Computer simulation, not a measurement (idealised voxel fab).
Process module, titled voxel wiring stack
265 nm wide, 5 nm square cells: that's cross-section cut.
Cross-section, as written here: a square-cell grid given band by band from the top down, where a band holds one or more rows of cells. The band entry comprises the height of the band's top followed by the height of its bottom, expressed in nm, and subsequently the band's materials from left to right, each stated together with its width in nm. Where a single material is marked with the word "throughout", that material fills the band from edge to edge. The word "air" represents empty space. Heights are reckoned from 0. Under this level, the received wafer is all of one material. The bottommost band is open-ended downward, for example "0 and below". It should be noted that a width expressed as "30->40" varies in equal increments from row to row of cells within the band, taking the value of the first number at the top row and that of the second number at the bottom row. "identical to before" -> step changed no cross-section cell. Any empty space of 8 cells or more lacking an open way to the top shows up in "Fully sealed voids" as width x height at distance, distance from the left edge, in nm. Past the settings on a step's line: simulator remark, on that step. "overlay nm" answers the question of how far to the right of plan the mask lay on a step that has a mask, and when it is negative the answer is to the left.

**Here's what the planned process steps look like**
1) RECEIVE, material Si
2) CONFORMAL_DEP, material SiO2, thk nm 10
3) CONFORMAL_DEP, material SiCN, thk nm 5
4) DIRECTIONAL_DEP, material SiO2, thk nm 20
5) DIRECTIONAL_DEP, material aC, thk nm 15
6) PATTERN, tone open, mask id METAL_1, material resist, width nm 30, pitch nm 60, thk nm 35, overlay nm 0
7) DIRECTIONAL_ETCH, etch materials aC, depth nm 15
8) STRIP, etch materials resist
9) DIRECTIONAL_ETCH, etch materials SiO2, depth nm 20
10) DIRECTIONAL_ETCH, etch materials SiCN, depth nm 5
11) STRIP, etch materials aC
12) CONFORMAL_DEP, material TiN, thk nm 5
13) FILL_DEP, material W, thk nm 5
14) CMP, height nm 35
15) EPI, material Ru, thk nm 5
16) FILL_DEP, material SiCN, thk nm 5
17) DIRECTIONAL_DEP, material SiO2, thk nm 10
18) PATTERN, tone open, mask id PLUG_1, material resist, width nm 15, pitch nm 60, thk nm 15, overlay nm 0
19) DIRECTIONAL_ETCH, etch materials SiO2, depth nm 10
20) DIRECTIONAL_ETCH, etch materials SiCN, depth nm 5
21) STRIP, etch materials resist
22) EPI, material Ru, thk nm 10
23) EPI, material Ru, thk nm 5
24) DIRECTIONAL_DEP, material TiN, thk nm 5
25) DIRECTIONAL_DEP, material W, thk nm 15
26) DIRECTIONAL_DEP, material aC, thk nm 15
27) PATTERN, tone cover, mask id METAL_2, material resist, width nm 30, pitch nm 60, thk nm 30, overlay nm 0
28) DIRECTIONAL_ETCH, etch materials aC, depth nm 15
29) STRIP, etch materials resist
30) DIRECTIONAL_ETCH, etch materials W, depth nm 15
31) DIRECTIONAL_ETCH, etch materials TiN, depth nm 5
32) STRIP, etch materials aC
33) CONFORMAL_DEP, material SiN, thk nm 5
34) FILL_DEP, material lowk, thk nm 5
35) CMP, height nm 75
36) CONFORMAL_DEP, material SiCN, thk nm 5

**Wafer as received: cross-section following step 1**
- 0 and below: Si throughout
- Fully sealed voids: none

**Wafer cross-section at end of module: start and plan as shown above, one execution error**
- 80 down to 75: SiCN throughout
- 75 down to 60: 50 nm lowk, then 5 nm SiN, then 35 nm W, then 5 nm SiN, then 15 nm lowk, then 5 nm SiN, then 35 nm W, then 5 nm SiN, then 15 nm lowk, then 5 nm SiN, then 35 nm W, then 5 nm SiN, then 50 nm lowk
- 60 down to 55: 55 nm SiN, then 35 nm TiN, then 25 nm SiN, then 35 nm TiN, then 25 nm SiN, then 35 nm TiN, then 55 nm SiN
- 55 down to 45: 55 nm SiO2, then 15 nm Ru, then 45 nm SiO2, then 15 nm Ru, then 45 nm SiO2, then 15 nm Ru, then 75 nm SiO2
- 45 down to 35: 55->50 nm SiCN, then 15->40 nm Ru, then 45->20 nm SiCN, then 15->40 nm Ru, then 45->20 nm SiCN, then 15->40 nm Ru, then 75->55 nm SiCN
- 35 down to 15: 55 nm SiO2, then 5 nm TiN, then 20 nm W, then 5 nm TiN, then 30 nm SiO2, then 5 nm TiN, then 20 nm W, then 5 nm TiN, then 30 nm SiO2, then 5 nm TiN, then 20 nm W, then 5 nm TiN, then 60 nm SiO2
- 15 down to 10: 55 nm SiCN, then 30 nm TiN, then 30 nm SiCN, then 30 nm TiN, then 30 nm SiCN, then 30 nm TiN, then 60 nm SiCN
- 10 down to 0: SiO2 throughout
- 0 and below: Si throughout
- Fully sealed voids: none
What was done differently from what was planned? note that step 27 departed from the planned setting and was carried out as PATTERN, tone cover, mask id METAL_2, material resist, width nm 35, pitch nm 60, thk nm 30, overlay nm 0
